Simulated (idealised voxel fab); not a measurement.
You're looking at the process module voxel transistor to metal.
Square cells of 5 nm make up the cross-section cut, whose width is 235 nm.
Format of a cross-section: grid, square cells. Given as bands. Order: top down. Band: one or more rows of cells. Band entry format. Leading values: height of top, height of bottom, nm. Remainder: materials in left-to-right order, each with its width in nm. Special words: "edge to edge" on a single material, which then fills the band edge to edge; "empty", empty space. Heights from 0 (as-received wafer is one material below). Bottom band endless downward, as "0 nm and below". A width given as "30..40" starts at the first number in the band's top row and ends at the second number in its bottom row, shifting by an equal amount at every step from row to row. What does "remained unchanged" mean for a step? It means no cell of the cross-section changed in that step. "Closed cavities" lists enclosed empty spaces (at least 8 cells, no open path upward to the top), each as width x height at distance from the left edge, in nm. Anything after a step's settings on that line? It's the simulator's own note about the step. Each step line may optionally specify "overlay nm", which for a step with a mask gives the rightward distance between the mask's planned place and where it lay, a negative value indicating the leftward direction.

BELOW IS THE LIST OF PLANNED PROCESS STEPS
1 RECEIVE | material Si
2 OXIDIZE | depth nm 5
3 CONFORMAL_DEP | material SiN | thk nm 15
4 DIRECTIONAL_DEP | material aC | thk nm 15
5 PATTERN | tone cover | mask id ACTIVE | material resist | width nm 85 | pitch nm 105 | thk nm 35 | overlay nm 0
6 DIRECTIONAL_ETCH | etch materials aC | depth nm 15
7 STRIP | etch materials resist
8 DIRECTIONAL_ETCH | etch materials SiN | depth nm 15
9 DIRECTIONAL_ETCH | etch materials SiO2 | depth nm 5
10 DIRECTIONAL_ETCH | etch materials Si | depth nm 30
11 STRIP | etch materials aC
12 OXIDIZE | depth nm 5
13 FILL_DEP | material SiO2 | thk nm 15
14 CMP | height nm 15
15 SELECTIVE_ETCH | etch materials SiO2 | depth nm 10
16 STRIP | etch materials SiN
17 SELECTIVE_ETCH | etch materials SiO2 | depth nm 5
18 OXIDIZE | depth nm 5
19 DIRECTIONAL_DEP | material polySi | thk nm 20
20 DIRECTIONAL_DEP | material SiCN | thk nm 15
21 DIRECTIONAL_DEP | material aC | thk nm 10
22 PATTERN | tone cover | mask id GATE | material resist | width nm 15 | pitch nm 105 | thk nm 30 | overlay nm 0
23 DIRECTIONAL_ETCH | etch materials aC | depth nm 10
24 STRIP | etch materials resist
25 DIRECTIONAL_ETCH | etch materials SiCN | depth nm 25
26 DIRECTIONAL_ETCH | etch materials polySi | depth nm 30
27 STRIP | etch materials aC
28 CONFORMAL_DEP | material SiO2 | thk nm 5
29 DIRECTIONAL_ETCH | etch materials SiO2 | depth nm 5
30 CONFORMAL_DEP | material SiN | thk nm 5
31 DIRECTIONAL_ETCH | etch materials SiN | depth nm 5
32 DIRECTIONAL_ETCH | etch materials SiO2 | depth nm 5
33 DIRECTIONAL_ETCH | etch materials Si | depth nm 5
34 EPI | material SiGe | thk nm 5
35 FILL_DEP | material SiO2 | thk nm 5
36 CMP | height nm 30
37 DIRECTIONAL_DEP | material SiO2 | thk nm 10
38 PATTERN | tone open | mask id CONTACT | material resist | width nm 15 | thk nm 15 | overlay nm 0
39 DIRECTIONAL_ETCH | etch materials SiO2 | depth nm 50
40 STRIP | etch materials resist
41 CONFORMAL_DEP | material TiN | thk nm 5
42 FILL_DEP | material W | thk nm 10
43 CMP | height nm 40
44 DIRECTIONAL_DEP | material TiN | thk nm 5
45 DIRECTIONAL_DEP | material W | thk nm 25
46 MASKED_ETCH | tone cover | mask id METAL_1 | width nm 15 | etch materials W | depth nm 25 | overlay nm 0
47 MASKED_ETCH | tone cover | mask id METAL_1 | width nm 15 | etch materials TiN | depth nm 5 | overlay nm 0
48 FILL_DEP | material SiO2 | thk nm 10
49 CMP | height nm 70
50 CONFORMAL_DEP | material SiCN | thk nm 5
51 DIRECTIONAL_DEP | material SiO2 | thk nm 30
52 PATTERN | tone open | mask id METAL_2 | material resist | width nm 15 | pitch nm 105 | thk nm 15 | overlay nm 0
53 DIRECTIONAL_ETCH | etch materials SiO2 | depth nm 15
54 STRIP | etch materials resist
55 PATTERN | tone open | mask id METAL_2_HOLES | material resist | width nm 15 | pitch nm 105 | thk nm 20 | overlay nm -10
56 DIRECTIONAL_ETCH | etch materials SiO2 | depth nm 15
57 DIRECTIONAL_ETCH | etch materials SiCN | depth nm 5
58 STRIP | etch materials resist
59 CONFORMAL_DEP | material TiN | thk nm 5
60 FILL_DEP | material Ru | thk nm 5
61 CMP | height nm 105
62 CONFORMAL_DEP | material SiCN | thk nm 5
The wafers are alike at the start. At step 55, their overlay nm differs. The plan lists the first wafer's value.

HERE'S THE FIRST OF THE WAFERS IN CROSS-SECTION, JUST AS WE GOT IT, I.E. AFTER STEP 1
- 0 nm and below | Si edge to edge
- Closed cavities: none

END OF MODULE, BY WAFER: MATERIAL-BY-MATERIAL CELL GAIN (+) OR LOSS (-) SINCE RECEIPT, THEN CLOSED VOIDS
overlay nm -10; +12 Ru; -212 Si; +110 SiCN; +20 SiGe; +32 SiN; +830 SiO2; +122 TiN; +96 W; +24 polySi; Closed cavities: none
overlay nm -5; +8 Ru; -212 Si; +108 SiCN; +20 SiGe; +32 SiN; +830 SiO2; +128 TiN; +96 W; +24 polySi; Closed cavities: none
overlay nm 0; +12 Ru; -212 Si; +106 SiCN; +20 SiGe; +32 SiN; +830 SiO2; +126 TiN; +96 W; +24 polySi; Closed cavities: none
overlay nm 5; +8 Ru; -212 Si; +108 SiCN; +20 SiGe; +32 SiN; +830 SiO2; +128 TiN; +96 W; +24 polySi; Closed cavities: none
overlay nm 10; +12 Ru; -212 Si; +110 SiCN; +20 SiGe; +32 SiN; +830 SiO2; +122 TiN; +96 W; +24 polySi; Closed cavities: none
overlay nm 15; +16 Ru; -212 Si; +112 SiCN; +20 SiGe; +32 SiN; +830 SiO2; +116 TiN; +96 W; +24 polySi; Closed cavities: none
